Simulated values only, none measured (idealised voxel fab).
A process module follows: voxel transistor to metal.
Pictured: cross-section cut, 165 nm wide, on a grid of 5 nm square cells.
The cross-sections in this document take the form of a grid made of square cells. They are written out as bands, in order from top to bottom. Each band consists of one or more rows of cells.
Within each band entry, the heights of the top and of the bottom of the band appear first, in that order and in nm; the materials of the band then follow from left to right, each with its corresponding width in nm. The designation "edge to edge" on a single material indicates that it fills the band from edge to edge; the designation "blank" indicates empty space.
Beneath 0, the wafer as received is one material, and that level is where height counting begins. The lowest band goes on downward without a bottom; it is written like "0 down".
A width given as "30->40" starts at the first number in the band's top row and ends at the second number in its bottom row, shifting by an equal amount at every step from row to row.
The designation "all unchanged", where it is given for a processing step, indicates that no cell of the cross-section was altered in the course of that step.
Closed-off voids of 8+ cells (no open route to the top) go in "Enclosed internal cavities", written width x height at distance from the left edge, in nm.
Step line, after settings: the simulator's comment on this step.
"overlay nm" on a masked step: distance the mask lay right of its planned place, negative for left.
### Listed below are the process steps as planned
1. RECEIVE,material Si
2. CONFORMAL_DEP,material SiO2,thk nm 5
3. CONFORMAL_DEP,material SiN,thk nm 10
4. MASKED_ETCH,tone cover,mask id ACTIVE,width nm 110,etch materials SiN,depth nm 10,overlay nm 0
5. MASKED_ETCH,tone cover,mask id ACTIVE,width nm 110,etch materials SiO2,depth nm 5,overlay nm 0
6. MASKED_ETCH,tone cover,mask id ACTIVE,width nm 110,etch materials Si,depth nm 35,overlay nm 0
7. FILL_DEP,material SiO2,thk nm 15
8. CMP,height nm 15
9. SELECTIVE_ETCH,etch materials SiO2,depth nm 10
10. STRIP,etch materials SiN
11. SELECTIVE_ETCH,etch materials SiO2,depth nm 5
12. OXIDIZE,depth nm 5
13. DIRECTIONAL_DEP,material polySi,thk nm 25
14. DIRECTIONAL_DEP,material SiCN,thk nm 10
15. DIRECTIONAL_DEP,material aC,thk nm 15
16. PATTERN,tone cover,mask id GATE,material resist,width nm 20,thk nm 30,overlay nm 0
17. DIRECTIONAL_ETCH,etch materials aC,depth nm 15
18. STRIP,etch materials resist
19. DIRECTIONAL_ETCH,etch materials SiCN,depth nm 20
20. DIRECTIONAL_ETCH,etch materials polySi,depth nm 35
21. STRIP,etch materials aC
22. CONFORMAL_DEP,material SiO2,thk nm 5
23. DIRECTIONAL_ETCH,etch materials SiO2,depth nm 5
24. CONFORMAL_DEP,material SiN,thk nm 5
25. DIRECTIONAL_ETCH,etch materials SiN,depth nm 5
26. DIRECTIONAL_ETCH,etch materials SiO2,depth nm 5
27. DIRECTIONAL_ETCH,etch materials Si,depth nm 10
28. EPI,material nSi,thk nm 15
29. FILL_DEP,material SiO2,thk nm 5
30. CMP,height nm 35
31. DIRECTIONAL_DEP,material SiO2,thk nm 10
32. PATTERN,tone open,mask id CONTACT,material resist,width nm 35,pitch nm 65,thk nm 20,overlay nm 0
33. DIRECTIONAL_ETCH,etch materials SiO2,depth nm 45
34. STRIP,etch materials resist
35. CONFORMAL_DEP,material TiN,thk nm 5
36. FILL_DEP,material Ru,thk nm 10
37. CMP,height nm 45
38. CONFORMAL_DEP,material SiN,thk nm 5
39. DIRECTIONAL_DEP,material lowk,thk nm 20
40. PATTERN,tone open,mask id METAL_1,material resist,width nm 20,pitch nm 80,thk nm 15,overlay nm 0
41. DIRECTIONAL_ETCH,etch materials lowk,depth nm 20
42. DIRECTIONAL_ETCH,etch materials SiN,depth nm 5
43. STRIP,etch materials resist
44. CONFORMAL_DEP,material TiN,thk nm 5
45. FILL_DEP,material W,thk nm 5
46. CMP,height nm 70
47. CONFORMAL_DEP,material SiCN,thk nm 5
### Cross-sectional view of the wafer in its as-received condition, corresponding to the state after step 1
	0 down  Si edge to edge
	Enclosed internal cavities: none
### Same starting wafer, same plan as above, one mistake in the execution; this is the cross-section at the end of the module
	75 to 70  SiCN edge to edge
	70 to 50  lowk 30 nm | TiN 5 nm | W 10 nm | TiN 5 nm | lowk 60 nm | TiN 5 nm | W 10 nm | TiN 5 nm | lowk 35 nm
	50 to 45  SiN 30 nm | TiN 20 nm | SiN 60 nm | TiN 20 nm | SiN 35 nm
	45 to 35  SiO2 30 nm | TiN 5 nm | Ru 25->20 nm | TiN 5->10 nm | SiO2 30 nm | TiN 5->10 nm | Ru 25->20 nm | TiN 5 nm | SiO2 35 nm
	35 to 25  SiO2 30 nm | TiN 5 nm | Ru 20 nm | TiN 5 nm | SiN 5 nm | SiO2 5 nm | SiCN 20 nm | SiO2 5 nm | SiN 5 nm | TiN 5 nm | Ru 20 nm | TiN 5 nm | SiO2 35 nm
	25 to 15  SiO2 30 nm | TiN 5 nm | Ru 20 nm | TiN 5 nm | SiN 5 nm | SiO2 5 nm | polySi 20 nm | SiO2 5 nm | SiN 5 nm | TiN 5 nm | Ru 20 nm | TiN 5 nm | SiO2 35 nm
	15 to 10  SiO2 30 nm | TiN 5 nm | Ru 5 nm | TiN 20 nm | SiN 5 nm | SiO2 5 nm | polySi 20 nm | SiO2 5 nm | SiN 5 nm | TiN 20 nm | Ru 5 nm | TiN 5 nm | SiO2 35 nm
	10 to 5  SiO2 30 nm | TiN 5 nm | Ru 5 nm | TiN 5 nm | nSi 15 nm | SiN 5 nm | SiO2 5 nm | polySi 20 nm | SiO2 5 nm | SiN 5 nm | nSi 15 nm | TiN 5 nm | Ru 5 nm | TiN 5 nm | SiO2 35 nm
	5 to 0  SiO2 30 nm | TiN 15 nm | nSi 15 nm | SiN 5 nm | SiO2 5 nm | polySi 20 nm | SiO2 5 nm | SiN 5 nm | nSi 15 nm | TiN 15 nm | SiO2 35 nm
	0 to -5  SiO2 20 nm | nSi 40 nm | SiO2 40 nm | nSi 40 nm | SiO2 25 nm
	-5 to -15  SiO2 25 nm | nSi 35 nm | Si 40 nm | nSi 35 nm | SiO2 30 nm
	-15 to -40  SiO2 25 nm | Si 110 nm | SiO2 30 nm
	-40 down  Si edge to edge
	Enclosed internal cavities: none
Against the plan, the run slipped here: step 6 ran with different settings than intended, the actual operation and settings being MASKED_ETCH,tone cover,mask id ACTIVE,width nm 110,etch materials Si,depth nm 40,overlay nm 0
